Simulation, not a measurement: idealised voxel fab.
process module | voxel air gaps
cross-section cut | 270 nm wide | cells 5 nm
A cross-section is a grid of square cells, given in bands from the top down. A band is one or more rows of cells.
Each band's line starts with the height of the band's top and of its bottom, in nm. Then come its materials from left to right, each with its width in nm. One material with "throughout" fills the band from edge to edge. "air" is empty space.
Height 0 is the level under which the wafer as received is all one material. The lowest band goes on downwards, as in "0 down".
A width such as "30 to 40" changes by the same amount from each row of cells to the next, from the band's top row to its bottom row.
"no change" after a step means that no cell of the cross-section changed.
closed voids: empty space of 8 cells or more with no open way to the top, each as width x height at its distance from the left edge, in nm
after a step's settings: what the simulator itself notes on the step
overlay nm, on a step with a mask: how far to the right of its planned place the mask lay; to the left if negative
plan
1 op RECEIVE | material Si
2 op CONFORMAL_DEP | material SiO2 | thk nm 10
3 op CONFORMAL_DEP | material SiN | thk nm 5
4 op DIRECTIONAL_DEP | material lowk | thk nm 30
5 op PATTERN | tone open | mask id LINES | material resist | width nm 20 | pitch nm 45 | thk nm 20 | overlay nm 0
6 op DIRECTIONAL_ETCH | etch materials lowk | depth nm 30
7 op STRIP | etch materials resist
8 op CONFORMAL_DEP | material TiN | thk nm 5
9 op FILL_DEP | material Ru | thk nm 10
10 op CMP | height nm 45
11 op EPI | material Ru | thk nm 10
12 op SELECTIVE_ETCH | etch materials lowk | depth nm 40
13 op CONFORMAL_DEP | material SiCN | thk nm 5
as received, after step 1
  0 down: Si throughout
  closed voids: none
first wafer at the end, as planned
  60 to 55: air 65 | SiCN 140 | air 65
  55 to 45: air 65 | SiCN 5 | Ru 40 | SiCN 5 | Ru 40 | SiCN 5 | Ru 40 | SiCN 5 | air 65
  45 to 40: air 65 | SiCN 15 | TiN 5 | Ru 10 | TiN 5 | SiCN 25 | TiN 5 | Ru 10 | TiN 5 | SiCN 25 | TiN 5 | Ru 10 | TiN 5 | SiCN 15 | air 65
  40 to 20: air 75 | SiCN 5 | TiN 5 | Ru 10 | TiN 5 | SiCN 5 | air 15 | SiCN 5 | TiN 5 | Ru 10 | TiN 5 | SiCN 5 | air 15 | SiCN 5 | TiN 5 | Ru 10 | TiN 5 | SiCN 5 | air 75
  20 to 15: SiCN 80 | TiN 20 | SiCN 25 | TiN 20 | SiCN 25 | TiN 20 | SiCN 80
  15 to 10: SiN throughout
  10 to 0: SiO2 throughout
  0 down: Si throughout
  closed voids: 15 x 20 at 105; 15 x 20 at 150
second wafer at the end: like start, like plan, one mistake
  60 to 55: SiCN throughout
  55 to 45: Ru throughout
  45 to 20: Ru 75 | TiN 5 | lowk 20 | TiN 5 | Ru 15 | TiN 5 | lowk 20 | TiN 5 | Ru 15 | TiN 5 | lowk 20 | TiN 5 | Ru 75
  20 to 15: TiN 80 | lowk 20 | TiN 25 | lowk 20 | TiN 25 | lowk 20 | TiN 80
  15 to 10: SiN throughout
  10 to 0: SiO2 throughout
  0 down: Si throughout
  closed voids: none
what went wrong: step 5 ran as: op PATTERN | tone cover | mask id LINES | material resist | width nm 20 | pitch nm 45 | thk nm 20 | overlay nm 0
at the end the second wafer has, in cells: 210 more of Ru | 64 fewer of SiCN | 30 more of TiN | 72 more of lowk
closed voids at the end (first wafer, second wafer): 2, 0
